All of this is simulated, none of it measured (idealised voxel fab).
The name of this process module is voxel self aligned vias.
Section cut is 235 nm wide and gridded with 5 nm square cells.
If you're reading a cross-section in this doc, picture square cells in a grid; it comes to you as bands, top ones listed first down to the bottom, and a band can be one or more rows of cells. The entry gives the band's vertical extent as a top height and a bottom height in nm, then its horizontal make-up as materials from left to right, each with a width in nm. "air" stands for empty space; a single material marked "all across" fills the band edge to edge. Heads up on the height convention: 0 is the point under which the incoming wafer is all one material, and the lowest band has no bottom, it just keeps going down, like "z 0 and below". Per-row width for "30..40": begins at first number (top row of band), ends at second number (bottom row), increment between rows held constant. "nothing got changed" (step): cross-section cells unchanged, all of them. "Enclosed void listing": sealed empty spaces, 8 cells or more, no open way to top, listed width x height at distance, with distance from the left edge and width, height and distance in nm. On a step's line, text after the settings is the simulator commenting on that step. A step line may carry the setting "overlay nm", which, for steps involving a mask, states the distance by which the mask lay to the right of its intended position; negative values denote displacement to the left.

### plan
1: RECEIVE | material Si
2: CONFORMAL_DEP | material SiO2 | thk nm 10
3: CONFORMAL_DEP | material SiCN | thk nm 5
4: DIRECTIONAL_DEP | material lowk | thk nm 20
5: PATTERN | tone open | mask id LINES | material resist | width nm 25 | pitch nm 65 | thk nm 15 | overlay nm 0
6: DIRECTIONAL_ETCH | etch materials lowk | depth nm 20
7: STRIP | etch materials resist
8: CONFORMAL_DEP | material TiN | thk nm 5
9: FILL_DEP | material Ru | thk nm 5
10: CMP | height nm 35
11: SELECTIVE_ETCH | etch materials W Ru TiN | depth nm 10
12: FILL_DEP | material SiN | thk nm 10
13: CMP | height nm 35
14: DIRECTIONAL_DEP | material lowk | thk nm 20
15: DIRECTIONAL_DEP | material aC | thk nm 10
16: PATTERN | tone open | mask id VIAS | material resist | width nm 35 | thk nm 30 | overlay nm 0
17: DIRECTIONAL_ETCH | etch materials aC | depth nm 10
18: STRIP | etch materials resist
19: DIRECTIONAL_ETCH | etch materials lowk | depth nm 20
20: DIRECTIONAL_ETCH | etch materials SiN | depth nm 10
21: STRIP | etch materials aC
22: CONFORMAL_DEP | material TiN | thk nm 5
23: FILL_DEP | material W | thk nm 10
24: CMP | height nm 55
25: CONFORMAL_DEP | material SiN | thk nm 5

### Incoming wafer, cross-sectional view, post step 1
  z 0 and below | Si all across
  Enclosed void listing: none

### Sectioned view, first of two wafers, at the close of the module, processed as intended in the plan
  z 60 to 55 | SiN all across
  z 55 to 40 | 65 of lowk, 5 of TiN, 25 of W, 5 of TiN, 135 of lowk
  z 40 to 35 | 65 of lowk, 10 of TiN, 15 of W, 10 of TiN, 135 of lowk
  z 35 to 30 | 70 of lowk, 5 of TiN, 15 of W, 5 of TiN, 40 of lowk, 25 of SiN, 75 of lowk
  z 30 to 25 | 70 of lowk, 25 of TiN, 40 of lowk, 25 of SiN, 75 of lowk
  z 25 to 20 | 70 of lowk, 5 of TiN, 15 of Ru, 5 of TiN, 40 of lowk, 5 of TiN, 15 of Ru, 5 of TiN, 75 of lowk
  z 20 to 15 | 70 of lowk, 25 of TiN, 40 of lowk, 25 of TiN, 75 of lowk
  z 15 to 10 | SiCN all across
  z 10 to 0 | SiO2 all across
  z 0 and below | Si all across
  Enclosed void listing: none

### Wafer two, end of module, cross-section. Same start, same plan as wafer one. One mistake in the run
  z 60 to 55 | SiN all across
  z 55 to 50 | W all across
  z 50 to 45 | TiN all across
  z 45 to 35 | lowk all across
  z 35 to 25 | 70 of lowk, 25 of SiN, 40 of lowk, 25 of SiN, 75 of lowk
  z 25 to 20 | 70 of lowk, 5 of TiN, 15 of Ru, 5 of TiN, 40 of lowk, 5 of TiN, 15 of Ru, 5 of TiN, 75 of lowk
  z 20 to 15 | 70 of lowk, 25 of TiN, 40 of lowk, 25 of TiN, 75 of lowk
  z 15 to 10 | SiCN all across
  z 10 to 0 | SiO2 all across
  z 0 and below | Si all across
  Enclosed void listing: none
What was the processing mistake? for step 15, the planned setting was not used; the step was instead run as DIRECTIONAL_DEP | material lowk | thk nm 10
Per the end-of-run cell counts, the second wafer holds more or fewer of some materials than the first: SiN: 10 more, TiN: 30 more, W: 26 more, lowk: 66 fewer
